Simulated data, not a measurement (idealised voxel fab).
The name of this process module is voxel spacer lines.
This is section cut - it's 270 nm across, gridded in 5 nm square cells.
Heads up, the way a cross-section reads in here is a grid of square cells, handed over as bands from the top down, with every band being one or more rows of cells. Look at the band entry: it leads with the top's height and the bottom's height in nm. Then it lists the materials left to right, with a width in nm for each. The word "everywhere" on a single material says that material fills the band edge to edge. The word "air" is empty space. Counting heights begins at 0, where everything beneath is, in the wafer as received, one material. The lowest band has no bottom; it goes on downwards, as "0 -> down" shows. The expression "30 to 40" gives the width at the extremes of the band, the first number at its top row of cells and the second at its bottom row, with the width changing by equal amounts from each row to the next in between. "remains unaltered" means the step left every cell of the cross-section as it was. "Closed void catalog" - sealed voids, min. 8 cells, no opening to top; format: width x height at distance (distance from left edge; nm throughout). On each step's line, the part that comes after the settings is the simulator's own comment on the step. What "overlay nm" on a step's line means: if the step has a mask, that mask lay this far to the right of its planned place, or, when the value is negative, to the left. Reading key. Pairs: pre-step and post-step cross-section, one process step apart; post-step view only to lowest changed band. Step between + settings: beneath pair. Runs: pairs may be from different runs of this module, same starting wafer. Continuation from pair above: only where "Prior to step" entry says.

**Prior to step**
  0 -> down  Si everywhere
  Closed void catalog: none

**Section, Post-Step**
  5 -> 0  Al2O3 everywhere
  At heights below 0, the structure remains unaltered.
  Closed void catalog: none
The structure goes from the before cross-section above to the after cross-section through CONFORMAL_DEP, material Al2O3, thk nm 5

Prior to step: as in the pair right above, post-step view.

**Section, Post-Step**
  20 -> 5  SiN everywhere
  At heights below 5, the structure remains unaltered.
  Closed void catalog: none
The structure goes from the before cross-section above to the after cross-section through DIRECTIONAL_DEP, material SiN, thk nm 15

Prior to step: as in the pair right above, post-step view.

**Section, Post-Step**
  40 -> 20  aC everywhere
  At heights below 20, the structure remains unaltered.
  Closed void catalog: none
The structure goes from the before cross-section above to the after cross-section through DIRECTIONAL_DEP, material aC, thk nm 20

Prior to step: as in the pair right above, post-step view.

**Section, Post-Step**
  65 -> 40  air 50  resist 25  air 45  resist 25  air 45  resist 25  air 55
  At heights below 40, the structure remains unaltered.
  Closed void catalog: none
The structure goes from the before cross-section above to the after cross-section through PATTERN, tone cover, mask id MANDREL, material resist, width nm 25, pitch nm 70, thk nm 25, overlay nm 0

Prior to step: as in the pair right above, post-step view.

**Section, Post-Step**
  45 -> 40  air 50  resist 25  air 45  resist 25  air 45  resist 25  air 55
  40 -> 20  air 50  aC 25  air 45  aC 25  air 45  aC 25  air 55
  At heights below 20, the structure remains unaltered.
  Closed void catalog: none
The structure goes from the before cross-section above to the after cross-section through DIRECTIONAL_ETCH, etch materials aC, depth nm 20

Prior to step: as in the pair right above, post-step view.

**Section, Post-Step**
  40 -> 20  air 50  aC 25  air 45  aC 25  air 45  aC 25  air 55
  At heights below 20, the structure remains unaltered.
  Closed void catalog: none
The structure goes from the before cross-section above to the after cross-section through STRIP, etch materials resist

Prior to step: as in the pair right above, post-step view.

**Section, Post-Step**
  50 -> 40  air 40  SiO2 45  air 25  SiO2 45  air 25  SiO2 45  air 45
  40 -> 30  air 40  SiO2 10  aC 25  SiO2 10  air 25  SiO2 10  aC 25  SiO2 10  air 25  SiO2 10  aC 25  SiO2 10  air 45
  30 -> 20  SiO2 50  aC 25  SiO2 45  aC 25  SiO2 45  aC 25  SiO2 55
  At heights below 20, the structure remains unaltered.
  Closed void catalog: none
The structure goes from the before cross-section above to the after cross-section through CONFORMAL_DEP, material SiO2, thk nm 10

Prior to step: as in the pair right above, post-step view.

**Section, Post-Step**
  40 -> 20  air 40  SiO2 10  aC 25  SiO2 10  air 25  SiO2 10  aC 25  SiO2 10  air 25  SiO2 10  aC 25  SiO2 10  air 45
  At heights below 20, the structure remains unaltered.
  Closed void catalog: none
The structure goes from the before cross-section above to the after cross-section through DIRECTIONAL_ETCH, etch materials SiO2, depth nm 10

Prior to step: as in the pair right above, post-step view.

**Section, Post-Step**
  40 -> 20  air 40  SiO2 10  air 25  SiO2 10  air 25  SiO2 10  air 25  SiO2 10  air 25  SiO2 10  air 25  SiO2 10  air 45
  At heights below 20, the structure remains unaltered.
  Closed void catalog: none
The structure goes from the before cross-section above to the after cross-section through STRIP, etch materials aC

Prior to step: as in the pair right above, post-step view.

**Section, Post-Step**
  40 -> 20  air 40  SiO2 10  air 25  SiO2 10  air 25  SiO2 10  air 25  SiO2 10  air 25  SiO2 10  air 25  SiO2 10  air 45
  20 -> 5  air 40  SiN 10  air 25  SiN 10  air 25  SiN 10  air 25  SiN 10  air 25  SiN 10  air 25  SiN 10  air 45
  At heights below 5, the structure remains unaltered.
  Closed void catalog: none
The structure goes from the before cross-section above to the after cross-section through DIRECTIONAL_ETCH, etch materials SiN, depth nm 15

Prior to step: as in the pair right above, post-step view.

**Section, Post-Step**
  20 -> 5  air 40  SiN 10  air 25  SiN 10  air 25  SiN 10  air 25  SiN 10  air 25  SiN 10  air 25  SiN 10  air 45
  At heights below 5, the structure remains unaltered.
  Closed void catalog: none
The structure goes from the before cross-section above to the after cross-section through STRIP, etch materials SiO2

Prior to step: as in the pair right above, post-step view.

**Section, Post-Step**
  30 -> 20  SiO2 everywhere
  20 -> 5  SiO2 40  SiN 10  SiO2 25  SiN 10  SiO2 25  SiN 10  SiO2 25  SiN 10  SiO2 25  SiN 10  SiO2 25  SiN 10  SiO2 45
  At heights below 5, the structure remains unaltered.
  Closed void catalog: none
The structure goes from the before cross-section above to the after cross-section through FILL_DEP, material SiO2, thk nm 10

Prior to step: as in the pair right above, post-step view.

**Section, Post-Step**
  20 -> 5  SiO2 40  SiN 10  SiO2 25  SiN 10  SiO2 25  SiN 10  SiO2 25  SiN 10  SiO2 25  SiN 10  SiO2 25  SiN 10  SiO2 45
  At heights below 5, the structure remains unaltered.
  Closed void catalog: none
The structure goes from the before cross-section above to the after cross-section through CMP, height nm 20

**Prior to step**
  0 -> down  Si everywhere
  Closed void catalog: none

**Section, Post-Step**
  15 -> 0  SiN everywhere
  At heights below 0, the structure remains unaltered.
  Closed void catalog: none
The structure goes from the before cross-section above to the after cross-section through DIRECTIONAL_DEP, material SiN, thk nm 15

Prior to step: as in the pair right above, post-step view.

**Section, Post-Step**
  35 -> 15  aC everywhere
  At heights below 15, the structure remains unaltered.
  Closed void catalog: none
The structure goes from the before cross-section above to the after cross-section through DIRECTIONAL_DEP, material aC, thk nm 20

Prior to step: as in the pair right above, post-step view.

**Section, Post-Step**
  60 -> 35  air 50  resist 25  air 45  resist 25  air 45  resist 25  air 55
  At heights below 35, the structure remains unaltered.
  Closed void catalog: none
The structure goes from the before cross-section above to the after cross-section through PATTERN, tone cover, mask id MANDREL, material resist, width nm 25, pitch nm 70, thk nm 25, overlay nm 0

Prior to step: as in the pair right above, post-step view.

**Section, Post-Step**
  40 -> 35  air 50  resist 25  air 45  resist 25  air 45  resist 25  air 55
  35 -> 15  air 50  aC 25  air 45  aC 25  air 45  aC 25  air 55
  At heights below 15, the structure remains unaltered.
  Closed void catalog: none
The structure goes from the before cross-section above to the after cross-section through DIRECTIONAL_ETCH, etch materials aC, depth nm 20

Prior to step: as in the pair right above, post-step view.

**Section, Post-Step**
  35 -> 15  air 50  aC 25  air 45  aC 25  air 45  aC 25  air 55
  At heights below 15, the structure remains unaltered.
  Closed void catalog: none
The structure goes from the before cross-section above to the after cross-section through STRIP, etch materials resist

Prior to step: as in the pair right above, post-step view.

**Section, Post-Step**
  45 -> 35  air 40  SiO2 45  air 25  SiO2 45  air 25  SiO2 45  air 45
  35 -> 25  air 40  SiO2 10  aC 25  SiO2 10  air 25  SiO2 10  aC 25  SiO2 10  air 25  SiO2 10  aC 25  SiO2 10  air 45
  25 -> 15  SiO2 50  aC 25  SiO2 45  aC 25  SiO2 45  aC 25  SiO2 55
  At heights below 15, the structure remains unaltered.
  Closed void catalog: none
The structure goes from the before cross-section above to the after cross-section through CONFORMAL_DEP, material SiO2, thk nm 10

Prior to step: as in the pair right above, post-step view.

**Section, Post-Step**
  35 -> 15  air 40  SiO2 10  aC 25  SiO2 10  air 25  SiO2 10  aC 25  SiO2 10  air 25  SiO2 10  aC 25  SiO2 10  air 45
  At heights below 15, the structure remains unaltered.
  Closed void catalog: none
The structure goes from the before cross-section above to the after cross-section through DIRECTIONAL_ETCH, etch materials SiO2, depth nm 10

Prior to step: as in the pair right above, post-step view.

**Section, Post-Step**
  35 -> 15  air 40  SiO2 10  air 25  SiO2 10  air 25  SiO2 10  air 25  SiO2 10  air 25  SiO2 10  air 25  SiO2 10  air 45
  At heights below 15, the structure remains unaltered.
  Closed void catalog: none
The structure goes from the before cross-section above to the after cross-section through STRIP, etch materials aC

Prior to step: as in the pair right above, post-step view.

**Section, Post-Step**
  35 -> 15  air 40  SiO2 10  air 25  SiO2 10  air 25  SiO2 10  air 25  SiO2 10  air 25  SiO2 10  air 25  SiO2 10  air 45
  15 -> 0  air 40  SiN 10  air 25  SiN 10  air 25  SiN 10  air 25  SiN 10  air 25  SiN 10  air 25  SiN 10  air 45
  At heights below 0, the structure remains unaltered.
  Closed void catalog: none
The structure goes from the before cross-section above to the after cross-section through DIRECTIONAL_ETCH, etch materials SiN, depth nm 15

Prior to step: as in the pair right above, post-step view.

**Section, Post-Step**
  15 -> 0  air 40  SiN 10  air 25  SiN 10  air 25  SiN 10  air 25  SiN 10  air 25  SiN 10  air 25  SiN 10  air 45
  At heights below 0, the structure remains unaltered.
  Closed void catalog: none
The structure goes from the before cross-section above to the after cross-section through STRIP, etch materials SiO2

Prior to step: as in the pair right above, post-step view.

**Section, Post-Step**
  25 -> 15  SiO2 everywhere
  15 -> 0  SiO2 40  SiN 10  SiO2 25  SiN 10  SiO2 25  SiN 10  SiO2 25  SiN 10  SiO2 25  SiN 10  SiO2 25  SiN 10  SiO2 45
  At heights below 0, the structure remains unaltered.
  Closed void catalog: none
The structure goes from the before cross-section above to the after cross-section through FILL_DEP, material SiO2, thk nm 10

Prior to step: as in the pair right above, post-step view.

**Section, Post-Step**
  20 -> 15  SiO2 everywhere
  At heights below 15, the structure remains unaltered.
  Closed void catalog: none
The structure goes from the before cross-section above to the after cross-section through CMP, height nm 20

**Prior to step**
  5 -> 0  Al2O3 everywhere
  0 -> down  Si everywhere
  Closed void catalog: none

**Section, Post-Step**
  25 -> 5  aC everywhere
  At heights below 5, the structure remains unaltered.
  Closed void catalog: none
The structure goes from the before cross-section above to the after cross-section through DIRECTIONAL_DEP, material aC, thk nm 20

Prior to step: as in the pair right above, post-step view.

**Section, Post-Step**
  40 -> 25  SiN everywhere
  At heights below 25, the structure remains unaltered.
  Closed void catalog: none
The structure goes from the before cross-section above to the after cross-section through DIRECTIONAL_DEP, material SiN, thk nm 15

Prior to step: as in the pair right above, post-step view.

**Section, Post-Step**
  65 -> 40  air 50  resist 25  air 45  resist 25  air 45  resist 25  air 55
  At heights below 40, the structure remains unaltered.
  Closed void catalog: none
The structure goes from the before cross-section above to the after cross-section through PATTERN, tone cover, mask id MANDREL, material resist, width nm 25, pitch nm 70, thk nm 25, overlay nm 0

Prior to step: as in the pair right above, post-step view.

**Section, Post-Step**
  45 -> 40  air 50  resist 25  air 45  resist 25  air 45  resist 25  air 55
  At heights below 40, the structure remains unaltered.
  Closed void catalog: none
The structure goes from the before cross-section above to the after cross-section through DIRECTIONAL_ETCH, etch materials aC, depth nm 20

Prior to step: as in the pair right above, post-step view.

**Section, Post-Step**
  40 -> 25  SiN everywhere
  At heights below 25, the structure remains unaltered.
  Closed void catalog: none
The structure goes from the before cross-section above to the after cross-section through STRIP, etch materials resist

Prior to step: as in the pair right above, post-step view.

**Section, Post-Step**
  50 -> 40  SiO2 everywhere
  At heights below 40, the structure remains unaltered.
  Closed void catalog: none
The structure goes from the before cross-section above to the after cross-section through CONFORMAL_DEP, material SiO2, thk nm 10

Prior to step: as in the pair right above, post-step view.

**Section, Post-Step**
  40 -> 25  SiN everywhere
  At heights below 25, the structure remains unaltered.
  Closed void catalog: none
The structure goes from the before cross-section above to the after cross-section through DIRECTIONAL_ETCH, etch materials SiO2, depth nm 10

Prior to step: as in the pair right above, post-step view.

**Section, Post-Step**
  25 -> 5  aC everywhere
  At heights below 5, the structure remains unaltered.
  Closed void catalog: none
The structure goes from the before cross-section above to the after cross-section through DIRECTIONAL_ETCH, etch materials SiN, depth nm 15

Prior to step: as in the pair right above, post-step view.

**Section, Post-Step**
  35 -> 25  SiO2 everywhere
  At heights below 25, the structure remains unaltered.
  Closed void catalog: none
The structure goes from the before cross-section above to the after cross-section through FILL_DEP, material SiO2, thk nm 10

Prior to step: as in the pair right above, post-step view.

**Section, Post-Step**
  20 -> 5  aC everywhere
  At heights below 5, the structure remains unaltered.
  Closed void catalog: none
The structure goes from the before cross-section above to the after cross-section through CMP, height nm 20

**Prior to step**
  30 -> 20  SiO2 everywhere
  20 -> 5  SiO2 40  SiN 10  SiO2 25  SiN 10  SiO2 25  SiN 10  SiO2 25  SiN 10  SiO2 25  SiN 10  SiO2 25  SiN 10  SiO2 45
  5 -> 0  Al2O3 everywhere
  0 -> down  Si everywhere
  Closed void catalog: none

**Section, Post-Step**
  25 -> 20  SiO2 everywhere
  At heights below 20, the structure remains unaltered.
  Closed void catalog: none
The structure goes from the before cross-section above to the after cross-section through CMP, height nm 25

**Prior to step**
  40 -> 20  aC everywhere
  20 -> 5  SiN everywhere
  5 -> 0  Al2O3 everywhere
  0 -> down  Si everywhere
  Closed void catalog: none

**Section, Post-Step**
  65 -> 40  air 55  resist 15  air 55  resist 15  air 55  resist 15  air 60
  At heights below 40, the structure remains unaltered.
  Closed void catalog: none
The structure goes from the before cross-section above to the after cross-section through PATTERN, tone cover, mask id MANDREL, material resist, width nm 15, pitch nm 70, thk nm 25, overlay nm 0

Prior to step: as in the pair right above, post-step view.

**Section, Post-Step**
  45 -> 40  air 55  resist 15  air 55  resist 15  air 55  resist 15  air 60
  40 -> 20  air 55  aC 15  air 55  aC 15  air 55  aC 15  air 60
  At heights below 20, the structure remains unaltered.
  Closed void catalog: none
The structure goes from the before cross-section above to the after cross-section through DIRECTIONAL_ETCH, etch materials aC, depth nm 20

Prior to step: as in the pair right above, post-step view.

**Section, Post-Step**
  40 -> 20  air 55  aC 15  air 55  aC 15  air 55  aC 15  air 60
  At heights below 20, the structure remains unaltered.
  Closed void catalog: none
The structure goes from the before cross-section above to the after cross-section through STRIP, etch materials resist

Prior to step: as in the pair right above, post-step view.

**Section, Post-Step**
  50 -> 40  air 45  SiO2 35  air 35  SiO2 35  air 35  SiO2 35  air 50
  40 -> 30  air 45  SiO2 10  aC 15  SiO2 10  air 35  SiO2 10  aC 15  SiO2 10  air 35  SiO2 10  aC 15  SiO2 10  air 50
  30 -> 20  SiO2 55  aC 15  SiO2 55  aC 15  SiO2 55  aC 15  SiO2 60
  At heights below 20, the structure remains unaltered.
  Closed void catalog: none
The structure goes from the before cross-section above to the after cross-section through CONFORMAL_DEP, material SiO2, thk nm 10

Prior to step: as in the pair right above, post-step view.

**Section, Post-Step**
  40 -> 20  air 45  SiO2 10  aC 15  SiO2 10  air 35  SiO2 10  aC 15  SiO2 10  air 35  SiO2 10  aC 15  SiO2 10  air 50
  At heights below 20, the structure remains unaltered.
  Closed void catalog: none
The structure goes from the before cross-section above to the after cross-section through DIRECTIONAL_ETCH, etch materials SiO2, depth nm 10

Prior to step: as in the pair right above, post-step view.

**Section, Post-Step**
  40 -> 20  air 45  SiO2 10  air 15  SiO2 10  air 35  SiO2 10  air 15  SiO2 10  air 35  SiO2 10  air 15  SiO2 10  air 50
  At heights below 20, the structure remains unaltered.
  Closed void catalog: none
The structure goes from the before cross-section above to the after cross-section through STRIP, etch materials aC

Prior to step: as in the pair right above, post-step view.

**Section, Post-Step**
  40 -> 20  air 45  SiO2 10  air 15  SiO2 10  air 35  SiO2 10  air 15  SiO2 10  air 35  SiO2 10  air 15  SiO2 10  air 50
  20 -> 5  air 45  SiN 10  air 15  SiN 10  air 35  SiN 10  air 15  SiN 10  air 35  SiN 10  air 15  SiN 10  air 50
  At heights below 5, the structure remains unaltered.
  Closed void catalog: none
The structure goes from the before cross-section above to the after cross-section through DIRECTIONAL_ETCH, etch materials SiN, depth nm 15

Prior to step: as in the pair right above, post-step view.

**Section, Post-Step**
  20 -> 5  air 45  SiN 10  air 15  SiN 10  air 35  SiN 10  air 15  SiN 10  air 35  SiN 10  air 15  SiN 10  air 50
  At heights below 5, the structure remains unaltered.
  Closed void catalog: none
The structure goes from the before cross-section above to the after cross-section through STRIP, etch materials SiO2

Prior to step: as in the pair right above, post-step view.

**Section, Post-Step**
  30 -> 20  SiO2 everywhere
  20 -> 5  SiO2 45  SiN 10  SiO2 15  SiN 10  SiO2 35  SiN 10  SiO2 15  SiN 10  SiO2 35  SiN 10  SiO2 15  SiN 10  SiO2 50
  At heights below 5, the structure remains unaltered.
  Closed void catalog: none
The structure goes from the before cross-section above to the after cross-section through FILL_DEP, material SiO2, thk nm 10

Prior to step: as in the pair right above, post-step view.

**Section, Post-Step**
  20 -> 5  SiO2 45  SiN 10  SiO2 15  SiN 10  SiO2 35  SiN 10  SiO2 15  SiN 10  SiO2 35  SiN 10  SiO2 15  SiN 10  SiO2 50
  At heights below 5, the structure remains unaltered.
  Closed void catalog: none
The structure goes from the before cross-section above to the after cross-section through CMP, height nm 20

**Prior to step**
  40 -> 20  aC everywhere
  20 -> 5  SiN everywhere
  5 -> 0  Al2O3 everywhere
  0 -> down  Si everywhere
  Closed void catalog: none

**Section, Post-Step**
  65 -> 40  air 40  resist 25  air 45  resist 25  air 45  resist 25  air 65
  At heights below 40, the structure remains unaltered.
  Closed void catalog: none
The structure goes from the before cross-section above to the after cross-section through PATTERN, tone cover, mask id MANDREL, material resist, width nm 25, pitch nm 70, thk nm 25, overlay nm -10

Prior to step: as in the pair right above, post-step view.

**Section, Post-Step**
  45 -> 40  air 40  resist 25  air 45  resist 25  air 45  resist 25  air 65
  40 -> 20  air 40  aC 25  air 45  aC 25  air 45  aC 25  air 65
  At heights below 20, the structure remains unaltered.
  Closed void catalog: none
The structure goes from the before cross-section above to the after cross-section through DIRECTIONAL_ETCH, etch materials aC, depth nm 20

Prior to step: as in the pair right above, post-step view.

**Section, Post-Step**
  40 -> 20  air 40  aC 25  air 45  aC 25  air 45  aC 25  air 65
  At heights below 20, the structure remains unaltered.
  Closed void catalog: none
The structure goes from the before cross-section above to the after cross-section through STRIP, etch materials resist

Prior to step: as in the pair right above, post-step view.

**Section, Post-Step**
  50 -> 40  air 30  SiO2 45  air 25  SiO2 45  air 25  SiO2 45  air 55
  40 -> 30  air 30  SiO2 10  aC 25  SiO2 10  air 25  SiO2 10  aC 25  SiO2 10  air 25  SiO2 10  aC 25  SiO2 10  air 55
  30 -> 20  SiO2 40  aC 25  SiO2 45  aC 25  SiO2 45  aC 25  SiO2 65
  At heights below 20, the structure remains unaltered.
  Closed void catalog: none
The structure goes from the before cross-section above to the after cross-section through CONFORMAL_DEP, material SiO2, thk nm 10

Prior to step: as in the pair right above, post-step view.

**Section, Post-Step**
  40 -> 20  air 30  SiO2 10  aC 25  SiO2 10  air 25  SiO2 10  aC 25  SiO2 10  air 25  SiO2 10  aC 25  SiO2 10  air 55
  At heights below 20, the structure remains unaltered.
  Closed void catalog: none
The structure goes from the before cross-section above to the after cross-section through DIRECTIONAL_ETCH, etch materials SiO2, depth nm 10

Prior to step: as in the pair right above, post-step view.

**Section, Post-Step**
  40 -> 20  air 30  SiO2 10  air 25  SiO2 10  air 25  SiO2 10  air 25  SiO2 10  air 25  SiO2 10  air 25  SiO2 10  air 55
  At heights below 20, the structure remains unaltered.
  Closed void catalog: none
The structure goes from the before cross-section above to the after cross-section through STRIP, etch materials aC

Prior to step: as in the pair right above, post-step view.

**Section, Post-Step**
  40 -> 20  air 30  SiO2 10  air 25  SiO2 10  air 25  SiO2 10  air 25  SiO2 10  air 25  SiO2 10  air 25  SiO2 10  air 55
  20 -> 5  air 30  SiN 10  air 25  SiN 10  air 25  SiN 10  air 25  SiN 10  air 25  SiN 10  air 25  SiN 10  air 55
  At heights below 5, the structure remains unaltered.
  Closed void catalog: none
The structure goes from the before cross-section above to the after cross-section through DIRECTIONAL_ETCH, etch materials SiN, depth nm 15

Prior to step: as in the pair right above, post-step view.

**Section, Post-Step**
  20 -> 5  air 30  SiN 10  air 25  SiN 10  air 25  SiN 10  air 25  SiN 10  air 25  SiN 10  air 25  SiN 10  air 55
  At heights below 5, the structure remains unaltered.
  Closed void catalog: none
The structure goes from the before cross-section above to the after cross-section through STRIP, etch materials SiO2

Prior to step: as in the pair right above, post-step view.

**Section, Post-Step**
  30 -> 20  SiO2 everywhere
  20 -> 5  SiO2 30  SiN 10  SiO2 25  SiN 10  SiO2 25  SiN 10  SiO2 25  SiN 10  SiO2 25  SiN 10  SiO2 25  SiN 10  SiO2 55
  At heights below 5, the structure remains unaltered.
  Closed void catalog: none
The structure goes from the before cross-section above to the after cross-section through FILL_DEP, material SiO2, thk nm 10

Prior to step: as in the pair right above, post-step view.

**Section, Post-Step**
  20 -> 5  SiO2 30  SiN 10  SiO2 25  SiN 10  SiO2 25  SiN 10  SiO2 25  SiN 10  SiO2 25  SiN 10  SiO2 25  SiN 10  SiO2 55
  At heights below 5, the structure remains unaltered.
  Closed void catalog: none
The structure goes from the before cross-section above to the after cross-section through CMP, height nm 20

**Prior to step**
  20 -> 5  air 40  SiN 10  air 25  SiN 10  air 25  SiN 10  air 25  SiN 10  air 25  SiN 10  air 25  SiN 10  air 45
  5 -> 0  Al2O3 everywhere
  0 -> down  Si everywhere
  Closed void catalog: none

**Section, Post-Step**
  30 -> 20  Al2O3 everywhere
  20 -> 5  Al2O3 40  SiN 10  Al2O3 25  SiN 10  Al2O3 25  SiN 10  Al2O3 25  SiN 10  Al2O3 25  SiN 10  Al2O3 25  SiN 10  Al2O3 45
  At heights below 5, the structure remains unaltered.
  Closed void catalog: none
The structure goes from the before cross-section above to the after cross-section through FILL_DEP, material Al2O3, thk nm 10

Prior to step: as in the pair right above, post-step view.

**Section, Post-Step**
  20 -> 5  Al2O3 40  SiN 10  Al2O3 25  SiN 10  Al2O3 25  SiN 10  Al2O3 25  SiN 10  Al2O3 25  SiN 10  Al2O3 25  SiN 10  Al2O3 45
  At heights below 5, the structure remains unaltered.
  Closed void catalog: none
The structure goes from the before cross-section above to the after cross-section through CMP, height nm 20

**Prior to step**
  40 -> 20  aC everywhere
  20 -> 5  SiN everywhere
  5 -> 0  Al2O3 everywhere
  0 -> down  Si everywhere
  Closed void catalog: none

**Section, Post-Step**
  65 -> 40  resist 50  air 25  resist 45  air 25  resist 45  air 25  resist 55
  At heights below 40, the structure remains unaltered.
  Closed void catalog: none
The structure goes from the before cross-section above to the after cross-section through PATTERN, tone open, mask id MANDREL, material resist, width nm 25, pitch nm 70, thk nm 25, overlay nm 0

Prior to step: as in the pair right above, post-step view.

**Section, Post-Step**
  45 -> 40  resist 50  air 25  resist 45  air 25  resist 45  air 25  resist 55
  40 -> 20  aC 50  air 25  aC 45  air 25  aC 45  air 25  aC 55
  At heights below 20, the structure remains unaltered.
  Closed void catalog: none
The structure goes from the before cross-section above to the after cross-section through DIRECTIONAL_ETCH, etch materials aC, depth nm 20

Prior to step: as in the pair right above, post-step view.

**Section, Post-Step**
  40 -> 20  aC 50  air 25  aC 45  air 25  aC 45  air 25  aC 55
  At heights below 20, the structure remains unaltered.
  Closed void catalog: none
The structure goes from the before cross-section above to the after cross-section through STRIP, etch materials resist

Prior to step: as in the pair right above, post-step view.

**Section, Post-Step**
  50 -> 40  SiO2 60  air 5  SiO2 65  air 5  SiO2 65  air 5  SiO2 65
  40 -> 30  aC 50  SiO2 10  air 5  SiO2 10  aC 45  SiO2 10  air 5  SiO2 10  aC 45  SiO2 10  air 5  SiO2 10  aC 55
  30 -> 20  aC 50  SiO2 25  aC 45  SiO2 25  aC 45  SiO2 25  aC 55
  At heights below 20, the structure remains unaltered.
  Closed void catalog: none
The structure goes from the before cross-section above to the after cross-section through CONFORMAL_DEP, material SiO2, thk nm 10

Prior to step: as in the pair right above, post-step view.

**Section, Post-Step**
  40 -> 20  aC 50  SiO2 10  air 5  SiO2 10  aC 45  SiO2 10  air 5  SiO2 10  aC 45  SiO2 10  air 5  SiO2 10  aC 55
  At heights below 20, the structure remains unaltered.
  Closed void catalog: none
The structure goes from the before cross-section above to the after cross-section through DIRECTIONAL_ETCH, etch materials SiO2, depth nm 10

Prior to step: as in the pair right above, post-step view.

**Section, Post-Step**
  40 -> 20  air 50  SiO2 10  air 5  SiO2 10  air 45  SiO2 10  air 5  SiO2 10  air 45  SiO2 10  air 5  SiO2 10  air 55
  At heights below 20, the structure remains unaltered.
  Closed void catalog: none
The structure goes from the before cross-section above to the after cross-section through STRIP, etch materials aC

Prior to step: as in the pair right above, post-step view.

**Section, Post-Step**
  40 -> 20  air 50  SiO2 10  air 5  SiO2 10  air 45  SiO2 10  air 5  SiO2 10  air 45  SiO2 10  air 5  SiO2 10  air 55
  20 -> 5  air 50  SiN 10  air 5  SiN 10  air 45  SiN 10  air 5  SiN 10  air 45  SiN 10  air 5  SiN 10  air 55
  At heights below 5, the structure remains unaltered.
  Closed void catalog: none
The structure goes from the before cross-section above to the after cross-section through DIRECTIONAL_ETCH, etch materials SiN, depth nm 15

Prior to step: as in the pair right above, post-step view.

**Section, Post-Step**
  20 -> 5  air 50  SiN 10  air 5  SiN 10  air 45  SiN 10  air 5  SiN 10  air 45  SiN 10  air 5  SiN 10  air 55
  At heights below 5, the structure remains unaltered.
  Closed void catalog: none
The structure goes from the before cross-section above to the after cross-section through STRIP, etch materials SiO2

Prior to step: as in the pair right above, post-step view.

**Section, Post-Step**
  30 -> 20  SiO2 everywhere
  20 -> 5  SiO2 50  SiN 10  SiO2 5  SiN 10  SiO2 45  SiN 10  SiO2 5  SiN 10  SiO2 45  SiN 10  SiO2 5  SiN 10  SiO2 55
  At heights below 5, the structure remains unaltered.
  Closed void catalog: none
The structure goes from the before cross-section above to the after cross-section through FILL_DEP, material SiO2, thk nm 10

Prior to step: as in the pair right above, post-step view.

**Section, Post-Step**
  20 -> 5  SiO2 50  SiN 10  SiO2 5  SiN 10  SiO2 45  SiN 10  SiO2 5  SiN 10  SiO2 45  SiN 10  SiO2 5  SiN 10  SiO2 55
  At heights below 5, the structure remains unaltered.
  Closed void catalog: none
The structure goes from the before cross-section above to the after cross-section through CMP, height nm 20
